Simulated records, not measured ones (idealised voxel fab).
Title: Process Module voxel plated lines
FYI the section here is cut, 290 nm wide, cells are 5 nm squares.
A cross-section is written here as square cells arranged in a grid, and it is given in bands from the top down, each band taking up one or more rows of cells.
It is stipulated that each band's entry specify, in nanometres, the height of the top of the band and then that of its bottom, followed by the materials of the band in left-to-right sequence, each together with its width in nanometres. A single material marked by the word "edge to edge" is understood to fill the band from edge to edge; the word "empty" is understood to denote empty space.
The level at which height equals 0 is the one under which the wafer, as it arrives, is entirely one material. No lower edge exists for the bottom band, which continues downward and is notated as in "z 0 and below".
The expression "30->40" gives the width at the extremes of the band, the first number at its top row of cells and the second at its bottom row, with the width changing by equal amounts from each row to the next in between.
"no alteration" after a step means that no cell of the cross-section changed.
"Closed void inventory": sealed empty spaces, 8 cells or more, no open way to top, listed width x height at distance, with distance from the left edge and width, height and distance in nm.
Past the settings on a step's line: simulator remark, on that step.
overlay nm: for a step with a mask, the amount by which the mask lay right of where it was planned; a negative amount means left of it.
PLANNED PROCESS STEPS
1 RECEIVE,material Si
2 CONFORMAL_DEP,material Al2O3,thk nm 10
3 DIRECTIONAL_DEP,material TiN,thk nm 5
4 PATTERN,tone open,mask id LINES,material resist,width nm 20,pitch nm 35,thk nm 35,overlay nm 0
5 EPI,material Ru,thk nm 5
6 EPI,material Ru,thk nm 5
7 EPI,material Ru,thk nm 10
8 STRIP,etch materials resist
9 DIRECTIONAL_ETCH,etch materials TiN,depth nm 5
10 CONFORMAL_DEP,material SiCN,thk nm 5
Be aware that, although all wafers share a common starting state, the thk nm at step 3 differs among them, and the plan displays the first wafer's value.
CROSS-SECTION, FIRST OF SEVERAL WAFERS, AS DELIVERED AFTER STEP 1
- z 0 and below = Si edge to edge
- Closed void inventory: none
FIRST OF SEVERAL WAFERS: CROSS-SECTION AT THE END OF THE MODULE, AFTER STEP 10, ITS LAST STEP
- z 40 to 35 = 75 of empty, then 30 of SiCN, then 5 of empty, then 30 of SiCN, then 5 of empty, then 30 of SiCN, then 5 of empty, then 30 of SiCN, then 80 of empty
- z 35 to 15 = 75 of empty, then 5 of SiCN, then 20 of Ru, then 5 of SiCN, then 5 of empty, then 5 of SiCN, then 20 of Ru, then 5 of SiCN, then 5 of empty, then 5 of SiCN, then 20 of Ru, then 5 of SiCN, then 5 of empty, then 5 of SiCN, then 20 of Ru, then 5 of SiCN, then 80 of empty
- z 15 to 10 = 80 of SiCN, then 20 of TiN, then 15 of SiCN, then 20 of TiN, then 15 of SiCN, then 20 of TiN, then 15 of SiCN, then 20 of TiN, then 85 of SiCN
- z 10 to 0 = Al2O3 edge to edge
- z 0 and below = Si edge to edge
- Closed void inventory: none
END OF MODULE, LAST WAFER SECTIONED
- z 55 to 50 = 75 of empty, then 30 of SiCN, then 5 of empty, then 30 of SiCN, then 5 of empty, then 30 of SiCN, then 5 of empty, then 30 of SiCN, then 80 of empty
- z 50 to 30 = 75 of empty, then 5 of SiCN, then 20 of Ru, then 5 of SiCN, then 5 of empty, then 5 of SiCN, then 20 of Ru, then 5 of SiCN, then 5 of empty, then 5 of SiCN, then 20 of Ru, then 5 of SiCN, then 5 of empty, then 5 of SiCN, then 20 of Ru, then 5 of SiCN, then 80 of empty
- z 30 to 25 = 80 of SiCN, then 20 of TiN, then 15 of SiCN, then 20 of TiN, then 15 of SiCN, then 20 of TiN, then 15 of SiCN, then 20 of TiN, then 85 of SiCN
- z 25 to 10 = TiN edge to edge
- z 10 to 0 = Al2O3 edge to edge
- z 0 and below = Si edge to edge
- Closed void inventory: none
PER WAFER (ROW), END OF MODULE: DELTA IN CELLS PER MATERIAL SINCE RECEIPT, (+) FOR GAINED, (-) FOR LOST; CLOSED VOIDS AFTER THAT
thk nm 5; +116 Al2O3; +64 Ru; +98 SiCN; +16 TiN; Closed void inventory: none
thk nm 10; +116 Al2O3; +64 Ru; +98 SiCN; +74 TiN; Closed void inventory: none
thk nm 15; +116 Al2O3; +64 Ru; +98 SiCN; +132 TiN; Closed void inventory: none
thk nm 20; +116 Al2O3; +64 Ru; +98 SiCN; +190 TiN; Closed void inventory: none
